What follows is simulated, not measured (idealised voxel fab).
Herein follows the process module entitled voxel wiring stack.
The cross-section shown here is cut; it is 160 nm wide and divided into square cells measuring 5 nm on a side.
Cross-section, as written here: a square-cell grid given band by band from the top down, where a band holds one or more rows of cells. It is stipulated that each band's entry specify, in nanometres, the height of the top of the band and then that of its bottom, followed by the materials of the band in left-to-right sequence, each together with its width in nanometres. A single material marked by the word "full width" is understood to fill the band from edge to edge; the word "blank" is understood to denote empty space. Counting heights begins at 0, where everything beneath is, in the wafer as received, one material. The lowest band has no bottom; it goes on downwards, as "0..down" shows. Width: "30..40" (first number = top row, second number = bottom row, same change from row to row of cells). Step marked "no modifications"? Then no cell in the cross-section changed in it. Reported under the label "Non-vented voids" are the empty spaces having no open way to the top and comprising 8 cells or more; the notation for each is width x height at distance, in which the distance is measured from the left edge and all three values are in nm. Note: text after step settings on the step line = simulator remark on that step. overlay nm: where the mask lay relative to plan, measured to the right, on steps with a mask; negatives go left.
## Planned step list for the process
1) RECEIVE with material Si
2) CONFORMAL_DEP with material SiO2, thk nm 15
3) CONFORMAL_DEP with material SiCN, thk nm 5
4) DIRECTIONAL_DEP with material lowk, thk nm 20
5) DIRECTIONAL_DEP with material aC, thk nm 15
6) PATTERN with tone open, mask id METAL_1, material resist, width nm 25, pitch nm 45, thk nm 30, overlay nm 0
7) DIRECTIONAL_ETCH with etch materials aC, depth nm 15
8) STRIP with etch materials resist
9) DIRECTIONAL_ETCH with etch materials lowk, depth nm 20
10) DIRECTIONAL_ETCH with etch materials SiCN, depth nm 5
11) STRIP with etch materials aC
12) CONFORMAL_DEP with material TiN, thk nm 5
13) FILL_DEP with material Cu, thk nm 5
14) CMP with height nm 40
15) CONFORMAL_DEP with material SiCN, thk nm 5
16) DIRECTIONAL_DEP with material lowk, thk nm 15
17) MASKED_ETCH with tone open, mask id PLUG_1, width nm 15, pitch nm 45, etch materials lowk, depth nm 15, overlay nm 0
18) MASKED_ETCH with tone open, mask id PLUG_1, width nm 15, pitch nm 45, etch materials SiCN, depth nm 5, overlay nm 0
19) EPI with material Ru, thk nm 10
20) EPI with material Ru, thk nm 10
21) CONFORMAL_DEP with material SiCN, thk nm 5
22) DIRECTIONAL_DEP with material SiO2, thk nm 20
23) PATTERN with tone open, mask id METAL_2, material resist, width nm 25, pitch nm 45, thk nm 15, overlay nm 0
24) DIRECTIONAL_ETCH with etch materials SiO2, depth nm 20
25) DIRECTIONAL_ETCH with etch materials SiCN, depth nm 5
26) STRIP with etch materials resist
27) CONFORMAL_DEP with material TiN, thk nm 5
28) FILL_DEP with material W, thk nm 10
29) CMP with height nm 85
30) CONFORMAL_DEP with material SiCN, thk nm 5
31) DIRECTIONAL_DEP with material SiO2, thk nm 35
32) PATTERN with tone open, mask id METAL_3_HOLES, material resist, width nm 15, pitch nm 45, thk nm 20, overlay nm 0
33) DIRECTIONAL_ETCH with etch materials SiO2, depth nm 35
34) STRIP with etch materials resist
35) DIRECTIONAL_DEP with material aC, thk nm 10
36) PATTERN with tone open, mask id METAL_3, material resist, width nm 25, pitch nm 45, thk nm 30, overlay nm 0
37) DIRECTIONAL_ETCH with etch materials aC, depth nm 10
38) STRIP with etch materials resist
39) DIRECTIONAL_ETCH with etch materials SiO2, depth nm 20
40) DIRECTIONAL_ETCH with etch materials SiCN, depth nm 5
41) STRIP with etch materials aC
42) CONFORMAL_DEP with material TiN, thk nm 5
43) FILL_DEP with material Cu, thk nm 10
44) CMP with height nm 125
45) CONFORMAL_DEP with material SiCN, thk nm 5
46) DIRECTIONAL_DEP with material SiO2, thk nm 10
47) PATTERN with tone open, mask id PLUG_3, material resist, width nm 15, pitch nm 45, thk nm 15, overlay nm 0
48) DIRECTIONAL_ETCH with etch materials SiO2, depth nm 10
49) DIRECTIONAL_ETCH with etch materials SiCN, depth nm 5
50) STRIP with etch materials resist
51) EPI with material Ru, thk nm 10
52) EPI with material Ru, thk nm 5
53) DIRECTIONAL_DEP with material TiN, thk nm 5
54) DIRECTIONAL_DEP with material Ru, thk nm 20
55) PATTERN with tone cover, mask id METAL_4, material resist, width nm 25, pitch nm 45, thk nm 15, overlay nm 0
56) DIRECTIONAL_ETCH with etch materials Ru, depth nm 20
57) DIRECTIONAL_ETCH with etch materials TiN, depth nm 5
58) STRIP with etch materials resist
59) CONFORMAL_DEP with material SiN, thk nm 5
60) FILL_DEP with material lowk, thk nm 10
61) CMP with height nm 165
62) CONFORMAL_DEP with material SiCN, thk nm 5
## This is the cross-section of the wafer as we received it, i.e. after step 1
    0..down | Si full width
    Non-vented voids: none
## First of two wafers at the end of the module, shown in cross-section; run carried out as planned
    170..165 | SiCN full width
    165..145 | lowk 40 nm  SiN 5 nm  Ru 25 nm  SiN 5 nm  lowk 10 nm  SiN 5 nm  Ru 25 nm  SiN 5 nm  lowk 40 nm
    145..140 | SiN 45 nm  TiN 25 nm  SiN 20 nm  TiN 25 nm  SiN 45 nm
    140..130 | SiO2 45 nm  Ru 15 nm  SiO2 30 nm  Ru 15 nm  SiO2 55 nm
    130..125 | SiCN 45 nm  Ru 15 nm  SiCN 30 nm  Ru 15 nm  SiCN 55 nm
    125..110 | SiO2 45 nm  TiN 5 nm  Cu 15 nm  TiN 5 nm  SiO2 20 nm  TiN 5 nm  Cu 15 nm  TiN 5 nm  SiO2 45 nm
    110..105 | SiO2 45 nm  TiN 5 nm  Cu 5 nm  TiN 15 nm  SiO2 20 nm  TiN 5 nm  Cu 5 nm  TiN 15 nm  SiO2 45 nm
    105..90 | SiO2 45 nm  TiN 5 nm  Cu 5 nm  TiN 5 nm  SiO2 30 nm  TiN 5 nm  Cu 5 nm  TiN 5 nm  SiO2 55 nm
    90..85 | SiCN 45 nm  TiN 15 nm  SiCN 30 nm  TiN 15 nm  SiCN 55 nm
    85..65 | SiO2 45 nm  TiN 5 nm  W 15 nm  TiN 5 nm  SiO2 20 nm  TiN 5 nm  W 15 nm  TiN 5 nm  SiO2 45 nm
    65..60 | SiCN 45 nm  TiN 25 nm  SiCN 20 nm  TiN 25 nm  SiCN 45 nm
    60..45 | lowk 45 nm  Ru 15 nm  lowk 30 nm  Ru 15 nm  lowk 55 nm
    45..40 | SiCN 45 nm  Ru 15 nm  SiCN 30 nm  Ru 15 nm  SiCN 55 nm
    40..20 | lowk 45 nm  TiN 5 nm  Cu 15 nm  TiN 5 nm  lowk 20 nm  TiN 5 nm  Cu 15 nm  TiN 5 nm  lowk 45 nm
    20..15 | SiCN 45 nm  TiN 25 nm  SiCN 20 nm  TiN 25 nm  SiCN 45 nm
    15..0 | SiO2 full width
    0..down | Si full width
    Non-vented voids: none
## Wafer two cross-section, module end. Start and plan unchanged from wafer one; one mistake made during the run
    170..165 | SiCN full width
    165..145 | lowk 40 nm  SiN 5 nm  Ru 25 nm  SiN 5 nm  lowk 10 nm  SiN 5 nm  Ru 25 nm  SiN 5 nm  lowk 40 nm
    145..140 | SiN 45 nm  TiN 25 nm  SiN 20 nm  TiN 25 nm  SiN 45 nm
    140..130 | SiO2 45 nm  Ru 15 nm  SiO2 30 nm  Ru 15 nm  SiO2 55 nm
    130..125 | SiCN 45 nm  Ru 15 nm  SiCN 30 nm  Ru 15 nm  SiCN 55 nm
    125..110 | SiO2 35 nm  TiN 5 nm  Cu 25 nm  TiN 5 nm  SiO2 10 nm  TiN 5 nm  Cu 25 nm  TiN 5 nm  SiO2 45 nm
    110..105 | SiO2 35 nm  TiN 5 nm  Cu 5 nm  TiN 25 nm  SiO2 10 nm  TiN 5 nm  Cu 5 nm  TiN 25 nm  SiO2 45 nm
    105..95 | SiO2 35 nm  TiN 5 nm  Cu 5 nm  TiN 5 nm  SiO2 30 nm  TiN 5 nm  Cu 5 nm  TiN 5 nm  SiO2 65 nm
    95..90 | SiO2 35 nm  TiN 15 nm  SiO2 30 nm  TiN 15 nm  SiO2 65 nm
    90..85 | SiCN 45 nm  TiN 5 nm  SiCN 40 nm  TiN 5 nm  SiCN 65 nm
    85..65 | SiO2 45 nm  TiN 5 nm  W 15 nm  TiN 5 nm  SiO2 20 nm  TiN 5 nm  W 15 nm  TiN 5 nm  SiO2 45 nm
    65..60 | SiCN 45 nm  TiN 25 nm  SiCN 20 nm  TiN 25 nm  SiCN 45 nm
    60..45 | lowk 45 nm  Ru 15 nm  lowk 30 nm  Ru 15 nm  lowk 55 nm
    45..40 | SiCN 45 nm  Ru 15 nm  SiCN 30 nm  Ru 15 nm  SiCN 55 nm
    40..20 | lowk 45 nm  TiN 5 nm  Cu 15 nm  TiN 5 nm  lowk 20 nm  TiN 5 nm  Cu 15 nm  TiN 5 nm  lowk 45 nm
    20..15 | SiCN 45 nm  TiN 25 nm  SiCN 20 nm  TiN 25 nm  SiCN 45 nm
    15..0 | SiO2 full width
    0..down | Si full width
    Non-vented voids: none
The mistake made against the process plan was this: not per plan at step 32, really ran PATTERN with tone open, mask id METAL_3_HOLES, material resist, width nm 15, pitch nm 45, thk nm 20, overlay nm -10
Per the end-of-run cell counts, the second wafer holds more or fewer of some materials than the first: Cu: 10 more; SiCN: 4 more; SiO2: 16 fewer; TiN: 2 more
